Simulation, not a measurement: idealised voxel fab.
Module name: voxel double patterning (process module)
Square cell edge 5 nm, section width 215 nm, ID cut.
Notation: cross-section as square-cell grid; stated in bands, top first, going down; one or more cell rows per band. Each band's line starts with the height of the band's top and of its bottom, in nm. Then come its materials from left to right, each with its width in nm. One material with "throughout" fills the band from edge to edge. "empty" is empty space. Height 0 is the level under which the wafer as received is all one material. The lowest band goes on downwards, as in "0 -> down". The width entry "30->40" should be interpreted row by row: the top row of cells in the band takes the first number, the bottom row takes the second number, and the change between adjacent rows is uniform throughout. What does "everything unchanged" mean for a step? It means no cell of the cross-section changed in that step. Entry "Voids, enclosed". Content: empty spaces with no open connection to the top, size 8 cells or greater. Each: width x height at distance. Distance: from left edge. Unit: nm. Read whatever lies past the settings on a step's line as the simulator's own remark about the step. A step line may carry the setting "overlay nm", which, for steps involving a mask, states the distance by which the mask lay to the right of its intended position; negative values denote displacement to the left.
### plan
step 1: RECEIVE: material Si
step 2: CONFORMAL_DEP: material SiO2, thk nm 10
step 3: DIRECTIONAL_DEP: material polySi, thk nm 10
step 4: DIRECTIONAL_DEP: material SiCN, thk nm 10
step 5: PATTERN: tone open, mask id FIRST, material resist, width nm 15, pitch nm 50, thk nm 15, overlay nm 0
step 6: DIRECTIONAL_ETCH: etch materials SiCN, depth nm 10
step 7: STRIP: etch materials resist
step 8: DIRECTIONAL_DEP: material aC, thk nm 10
step 9: PATTERN: tone open, mask id SECOND, material resist, width nm 15, pitch nm 50, thk nm 30, overlay nm 0
step 10: DIRECTIONAL_ETCH: etch materials aC, depth nm 10
step 11: STRIP: etch materials resist
step 12: DIRECTIONAL_ETCH: etch materials SiCN, depth nm 10
step 13: STRIP: etch materials aC
step 14: DIRECTIONAL_ETCH: etch materials polySi, depth nm 10
step 15: STRIP: etch materials SiCN
### Incoming wafer, cross-sectional view, post step 1
0 -> down: Si throughout
Voids, enclosed: none
### Sectioned view, first of two wafers, at the close of the module, processed as intended in the plan
20 -> 10: 50 polySi | 15 empty | 10 polySi | 15 empty | 10 polySi | 15 empty | 10 polySi | 15 empty | 10 polySi | 15 empty | 50 polySi
10 -> 0: SiO2 throughout
0 -> down: Si throughout
Voids, enclosed: none
### End-of-module cross-section of the second wafer: identical starting point and process plan to the first, with one processing mistake
20 -> 10: 50 polySi | 15 empty | 15 polySi | 15 empty | 5 polySi | 15 empty | 15 polySi | 15 empty | 5 polySi | 15 empty | 50 polySi
10 -> 0: SiO2 throughout
0 -> down: Si throughout
Voids, enclosed: none
Finding, execution versus plan: step 9 did not use the planned setting and instead ran as PATTERN: tone open, mask id SECOND, material resist, width nm 15, pitch nm 50, thk nm 30, overlay nm 5
Both wafers, final: cells per material equal; arrangement not.
